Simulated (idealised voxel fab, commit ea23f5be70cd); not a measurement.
Name of the process module below: voxel fin reveal
The cross-section shown here is cut; it is 175 nm wide and divided into square cells measuring 5 nm on a side.
In this document a cross-section is written as a grid of square cells. It is given as a series of bands, listed from the top down, and a band is one or more rows of cells. The entry gives the band's vertical extent as a top height and a bottom height in nm, then its horizontal make-up as materials from left to right, each with a width in nm. "blank" stands for empty space; a single material marked "all across" fills the band edge to edge. Where do heights start? At 0: under that level the wafer as delivered is made of one material only. And the lowest band has no floor; it just carries on downward, as in "top 0, no bottom". When a width is written as two numbers, as in "30..40", the first number is the width in the top row of cells of the band and the second is the width in its bottom row, and the width changes by the same amount from each row to the next. Key: "no alteration" - step with no changed cell in the cross-section. Heads up: "Sealed cavities" only lists the empty pockets with no open path to the top that are 8 cells or more, and it writes them as width x height at distance, distance from the left edge, in nm. Where a step's line continues beyond its settings, the continuation is a remark by the simulator itself on that step. overlay nm: where the mask lay relative to plan, measured to the right, on steps with a mask; negatives go left.

List of planned process steps
| 1 | RECEIVE (material Si) |
| 2 | CONFORMAL_DEP (material SiN; thk nm 10) |
| 3 | DIRECTIONAL_DEP (material aC; thk nm 10) |
| 4 | PATTERN (tone cover; mask id FINS; material resist; width nm 15; pitch nm 45; thk nm 25; overlay nm -15) |
| 5 | DIRECTIONAL_ETCH (etch materials aC; depth nm 10) |
| 6 | STRIP (etch materials resist) |
| 7 | DIRECTIONAL_ETCH (etch materials SiN; depth nm 10) |
| 8 | DIRECTIONAL_ETCH (etch materials Si; depth nm 35) |
| 9 | STRIP (etch materials aC) |
| 10 | FILL_DEP (material SiO2; thk nm 15) |
| 11 | CMP (height nm 10) |
| 12 | SELECTIVE_ETCH (etch materials SiO2; depth nm 35) |
| 13 | STRIP (etch materials SiN) |
Don't read the plan's overlay nm for step 4 as applying to every wafer: that's the first wafer's value, and the wafers differ in it, though they all start identical.

Cross-section of the first of several wafers as received (after step 1)
	top 0, no bottom: Si all across
	Sealed cavities: none

Last step of the module is step 13; after it, the first of several wafers in cross-section
	top 0, bottom -25: blank 20 nm; Si 15 nm; blank 30 nm; Si 15 nm; blank 30 nm; Si 15 nm; blank 50 nm
	top -25, bottom -35: SiO2 20 nm; Si 15 nm; SiO2 30 nm; Si 15 nm; SiO2 30 nm; Si 15 nm; SiO2 50 nm
	top -35, no bottom: Si all across
	Sealed cavities: none

Final wafer of several, shown in cross-section at the end of the module
	top 0, bottom -25: blank 50 nm; Si 15 nm; blank 30 nm; Si 15 nm; blank 30 nm; Si 15 nm; blank 20 nm
	top -25, bottom -35: SiO2 50 nm; Si 15 nm; SiO2 30 nm; Si 15 nm; SiO2 30 nm; Si 15 nm; SiO2 20 nm
	top -35, no bottom: Si all across
	Sealed cavities: none

Tabulated below, wafer by wafer, are the end-of-module results: for each material, the number of cells gained (+) or lost (-) relative to the as-received state, followed by the closed voids
overlay nm -15, -182 Si, +52 SiO2, Sealed cavities: none
overlay nm -10, -182 Si, +52 SiO2, Sealed cavities: none
overlay nm -5, -182 Si, +52 SiO2, Sealed cavities: none
overlay nm 0, -182 Si, +52 SiO2, Sealed cavities: none
overlay nm 5, -182 Si, +52 SiO2, Sealed cavities: none
overlay nm 10, -182 Si, +52 SiO2, Sealed cavities: none
overlay nm 15, -182 Si, +52 SiO2, Sealed cavities: none
